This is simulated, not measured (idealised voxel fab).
Name of the process module below: voxel double patterning
This is section cut - it's 240 nm across, gridded in 5 nm square cells.
A cross-section is a grid of square cells, given in bands from the top down. A band is one or more rows of cells. In this notation a band is specified by the heights of its top and bottom, in that order and in nm, after which its materials appear from left to right, each paired with its width in nm. The word "all across" attached to a single material means that material fills the band from edge to edge; the word "empty" stands for empty space. Note: height 0 marks the level under which the wafer is uniformly one material as received. Lowest band unbounded below, written "0 nm and below". When a width is written as two numbers, as in "30->40", the first number is the width in the top row of cells of the band and the second is the width in its bottom row, and the width changes by the same amount from each row to the next. The cross-section has no changed cell in any step marked "remained unchanged". This entry, "Closed voids list", enumerates those empty regions of no fewer than 8 cells that possess no open connection to the top. Each region is reported in the form width x height at distance, the distance being taken from the left edge, with all three quantities expressed in nm. If you see something after the settings on a step's line, that's the simulator's own remark about that step. "overlay nm" answers the question of how far to the right of plan the mask lay on a step that has a mask, and when it is negative the answer is to the left.
[List of planned process steps]
1,RECEIVE, material Si
2,CONFORMAL_DEP, material SiO2, thk nm 10
3,DIRECTIONAL_DEP, material W, thk nm 15
4,DIRECTIONAL_DEP, material SiCN, thk nm 5
5,PATTERN, tone open, mask id FIRST, material resist, width nm 15, pitch nm 50, thk nm 15, overlay nm 0
6,DIRECTIONAL_ETCH, etch materials SiCN, depth nm 5
7,STRIP, etch materials resist
8,MASKED_ETCH, tone open, mask id SECOND, width nm 15, pitch nm 50, etch materials SiCN, depth nm 5, overlay nm 0
9,DIRECTIONAL_ETCH, etch materials W, depth nm 15
10,STRIP, etch materials SiCN
[Cross-section of the wafer upon arrival, representing the state reached after step 1]
  0 nm and below: Si all across
  Closed voids list: none
[Post-module cross-section of the first of two wafers (run per plan)]
  25 nm to 10 nm: 60 nm W; 15 nm empty; 10 nm W; 15 nm empty; 10 nm W; 15 nm empty; 10 nm W; 15 nm empty; 10 nm W; 15 nm empty; 65 nm W
  10 nm to 0 nm: SiO2 all across
  0 nm and below: Si all across
  Closed voids list: none
[Here is the second of the two wafers cut open at the end of the module - same start, same plan as the first one, but we made one mistake running it]
  40 nm to 25 nm: 60 nm W; 15 nm empty; 10 nm W; 15 nm empty; 10 nm W; 15 nm empty; 10 nm W; 15 nm empty; 10 nm W; 15 nm empty; 65 nm W
  25 nm to 10 nm: W all across
  10 nm to 0 nm: SiO2 all across
  0 nm and below: Si all across
  Closed voids list: none
Run error: plan step 3 ran twice
at the end the second wafer has, in cells: W +144
